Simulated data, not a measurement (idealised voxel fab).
process module | voxel quadruple lines
cross-section cut | 270 nm wide | cells 5 nm
A cross-section is a grid of square cells, given in bands from the top down. A band is one or more rows of cells.
Each band's line starts with the height of the band's top and of its bottom, in nm. Then come its materials from left to right, each with its width in nm. One material with "throughout" fills the band from edge to edge. "air" is empty space.
Height 0 is the level under which the wafer as received is all one material. The lowest band goes on downwards, as in "0 down".
A width such as "30 to 40" changes by the same amount from each row of cells to the next, from the band's top row to its bottom row.
"no change" after a step means that no cell of the cross-section changed.
closed voids: empty space of 8 cells or more with no open way to the top, each as width x height at its distance from the left edge, in nm
after a step's settings: what the simulator itself notes on the step
overlay nm, on a step with a mask: how far to the right of its planned place the mask lay; to the left if negative
plan
1 op RECEIVE | material Si
2 op CONFORMAL_DEP | material SiO2 | thk nm 5
3 op DIRECTIONAL_DEP | material W | thk nm 15
4 op DIRECTIONAL_DEP | material polySi | thk nm 15
5 op DIRECTIONAL_DEP | material aC | thk nm 25
6 op PATTERN | tone cover | mask id MANDREL | material resist | width nm 30 | pitch nm 80 | thk nm 35 | overlay nm 0
7 op DIRECTIONAL_ETCH | etch materials aC | depth nm 25
8 op STRIP | etch materials resist
9 op CONFORMAL_DEP | material SiO2 | thk nm 10
10 op DIRECTIONAL_ETCH | etch materials SiO2 | depth nm 10
11 op STRIP | etch materials aC
12 op DIRECTIONAL_ETCH | etch materials polySi | depth nm 15
13 op STRIP | etch materials SiO2
14 op CONFORMAL_DEP | material SiCN | thk nm 10
15 op DIRECTIONAL_ETCH | etch materials SiCN | depth nm 10
16 op STRIP | etch materials polySi
17 op DIRECTIONAL_ETCH | etch materials W | depth nm 15
18 op STRIP | etch materials SiCN
first wafer, as planned
as received, after step 1
  0 down: Si throughout
  closed voids: none
after step 2
  5 to 0: SiO2 throughout
  below 0: unchanged
after step 3
  20 to 5: W throughout
  below 5: unchanged
after step 4
  35 to 20: polySi throughout
  below 20: unchanged
after step 5
  60 to 35: aC throughout
  below 35: unchanged
after step 6
  95 to 60: air 80 | resist 30 | air 50 | resist 30 | air 80
  below 60: unchanged
after step 7
  70 to 60: air 80 | resist 30 | air 50 | resist 30 | air 80
  60 to 35: air 80 | aC 30 | air 50 | aC 30 | air 80
  below 35: unchanged
after step 8
  60 to 35: air 80 | aC 30 | air 50 | aC 30 | air 80
  below 35: unchanged
after step 9
  70 to 60: air 70 | SiO2 50 | air 30 | SiO2 50 | air 70
  60 to 45: air 70 | SiO2 10 | aC 30 | SiO2 10 | air 30 | SiO2 10 | aC 30 | SiO2 10 | air 70
  45 to 35: SiO2 80 | aC 30 | SiO2 50 | aC 30 | SiO2 80
  below 35: unchanged
after step 10
  60 to 35: air 70 | SiO2 10 | aC 30 | SiO2 10 | air 30 | SiO2 10 | aC 30 | SiO2 10 | air 70
  below 35: unchanged
after step 11
  60 to 35: air 70 | SiO2 10 | air 30 | SiO2 10 | air 30 | SiO2 10 | air 30 | SiO2 10 | air 70
  below 35: unchanged
after step 12
  60 to 35: air 70 | SiO2 10 | air 30 | SiO2 10 | air 30 | SiO2 10 | air 30 | SiO2 10 | air 70
  35 to 20: air 70 | polySi 10 | air 30 | polySi 10 | air 30 | polySi 10 | air 30 | polySi 10 | air 70
  below 20: unchanged
after step 13
  35 to 20: air 70 | polySi 10 | air 30 | polySi 10 | air 30 | polySi 10 | air 30 | polySi 10 | air 70
  below 20: unchanged
after step 14
  45 to 35: air 60 | SiCN 30 | air 10 | SiCN 30 | air 10 | SiCN 30 | air 10 | SiCN 30 | air 60
  35 to 30: air 60 | SiCN 10 | polySi 10 | SiCN 10 | air 10 | SiCN 10 | polySi 10 | SiCN 10 | air 10 | SiCN 10 | polySi 10 | SiCN 10 | air 10 | SiCN 10 | polySi 10 | SiCN 10 | air 60
  30 to 20: SiCN 70 | polySi 10 | SiCN 30 | polySi 10 | SiCN 30 | polySi 10 | SiCN 30 | polySi 10 | SiCN 70
  below 20: unchanged
after step 15
  35 to 20: air 60 | SiCN 10 | polySi 10 | SiCN 10 | air 10 | SiCN 10 | polySi 10 | SiCN 10 | air 10 | SiCN 10 | polySi 10 | SiCN 10 | air 10 | SiCN 10 | polySi 10 | SiCN 10 | air 60
  below 20: unchanged
after step 16
  35 to 20: air 60 | SiCN 10 | air 10 | SiCN 10 | air 10 | SiCN 10 | air 10 | SiCN 10 | air 10 | SiCN 10 | air 10 | SiCN 10 | air 10 | SiCN 10 | air 10 | SiCN 10 | air 60
  below 20: unchanged
after step 17
  35 to 20: air 60 | SiCN 10 | air 10 | SiCN 10 | air 10 | SiCN 10 | air 10 | SiCN 10 | air 10 | SiCN 10 | air 10 | SiCN 10 | air 10 | SiCN 10 | air 10 | SiCN 10 | air 60
  20 to 5: air 60 | W 10 | air 10 | W 10 | air 10 | W 10 | air 10 | W 10 | air 10 | W 10 | air 10 | W 10 | air 10 | W 10 | air 10 | W 10 | air 60
  below 5: unchanged
after step 18
  20 to 5: air 60 | W 10 | air 10 | W 10 | air 10 | W 10 | air 10 | W 10 | air 10 | W 10 | air 10 | W 10 | air 10 | W 10 | air 10 | W 10 | air 60
  below 5: unchanged
second wafer: like start, like plan, one mistake. Through step 2 it matches the first wafer
when step 3 should have ended
  30 to 5: W throughout
  below 5: unchanged
when step 4 should have ended
  45 to 30: polySi throughout
  below 30: unchanged
when step 5 should have ended
  70 to 45: aC throughout
  below 45: unchanged
when step 6 should have ended
  105 to 70: air 80 | resist 30 | air 50 | resist 30 | air 80
  below 70: unchanged
when step 7 should have ended
  80 to 70: air 80 | resist 30 | air 50 | resist 30 | air 80
  70 to 45: air 80 | aC 30 | air 50 | aC 30 | air 80
  below 45: unchanged
when step 8 should have ended
  70 to 45: air 80 | aC 30 | air 50 | aC 30 | air 80
  below 45: unchanged
when step 9 should have ended
  80 to 70: air 70 | SiO2 50 | air 30 | SiO2 50 | air 70
  70 to 55: air 70 | SiO2 10 | aC 30 | SiO2 10 | air 30 | SiO2 10 | aC 30 | SiO2 10 | air 70
  55 to 45: SiO2 80 | aC 30 | SiO2 50 | aC 30 | SiO2 80
  below 45: unchanged
when step 10 should have ended
  70 to 45: air 70 | SiO2 10 | aC 30 | SiO2 10 | air 30 | SiO2 10 | aC 30 | SiO2 10 | air 70
  below 45: unchanged
when step 11 should have ended
  70 to 45: air 70 | SiO2 10 | air 30 | SiO2 10 | air 30 | SiO2 10 | air 30 | SiO2 10 | air 70
  below 45: unchanged
when step 12 should have ended
  70 to 45: air 70 | SiO2 10 | air 30 | SiO2 10 | air 30 | SiO2 10 | air 30 | SiO2 10 | air 70
  45 to 30: air 70 | polySi 10 | air 30 | polySi 10 | air 30 | polySi 10 | air 30 | polySi 10 | air 70
  below 30: unchanged
when step 13 should have ended
  45 to 30: air 70 | polySi 10 | air 30 | polySi 10 | air 30 | polySi 10 | air 30 | polySi 10 | air 70
  below 30: unchanged
when step 14 should have ended
  55 to 45: air 60 | SiCN 30 | air 10 | SiCN 30 | air 10 | SiCN 30 | air 10 | SiCN 30 | air 60
  45 to 40: air 60 | SiCN 10 | polySi 10 | SiCN 10 | air 10 | SiCN 10 | polySi 10 | SiCN 10 | air 10 | SiCN 10 | polySi 10 | SiCN 10 | air 10 | SiCN 10 | polySi 10 | SiCN 10 | air 60
  40 to 30: SiCN 70 | polySi 10 | SiCN 30 | polySi 10 | SiCN 30 | polySi 10 | SiCN 30 | polySi 10 | SiCN 70
  below 30: unchanged
when step 15 should have ended
  45 to 30: air 60 | SiCN 10 | polySi 10 | SiCN 10 | air 10 | SiCN 10 | polySi 10 | SiCN 10 | air 10 | SiCN 10 | polySi 10 | SiCN 10 | air 10 | SiCN 10 | polySi 10 | SiCN 10 | air 60
  below 30: unchanged
when step 16 should have ended
  45 to 30: air 60 | SiCN 10 | air 10 | SiCN 10 | air 10 | SiCN 10 | air 10 | SiCN 10 | air 10 | SiCN 10 | air 10 | SiCN 10 | air 10 | SiCN 10 | air 10 | SiCN 10 | air 60
  below 30: unchanged
when step 17 should have ended
  45 to 30: air 60 | SiCN 10 | air 10 | SiCN 10 | air 10 | SiCN 10 | air 10 | SiCN 10 | air 10 | SiCN 10 | air 10 | SiCN 10 | air 10 | SiCN 10 | air 10 | SiCN 10 | air 60
  30 to 15: air 60 | W 10 | air 10 | W 10 | air 10 | W 10 | air 10 | W 10 | air 10 | W 10 | air 10 | W 10 | air 10 | W 10 | air 10 | W 10 | air 60
  below 15: unchanged
when step 18 should have ended
  30 to 15: air 60 | W 10 | air 10 | W 10 | air 10 | W 10 | air 10 | W 10 | air 10 | W 10 | air 10 | W 10 | air 10 | W 10 | air 10 | W 10 | air 60
  below 15: unchanged
what went wrong: step 3 ran as: op DIRECTIONAL_DEP | material W | thk nm 25
at the end the second wafer has, in cells: 108 more of W
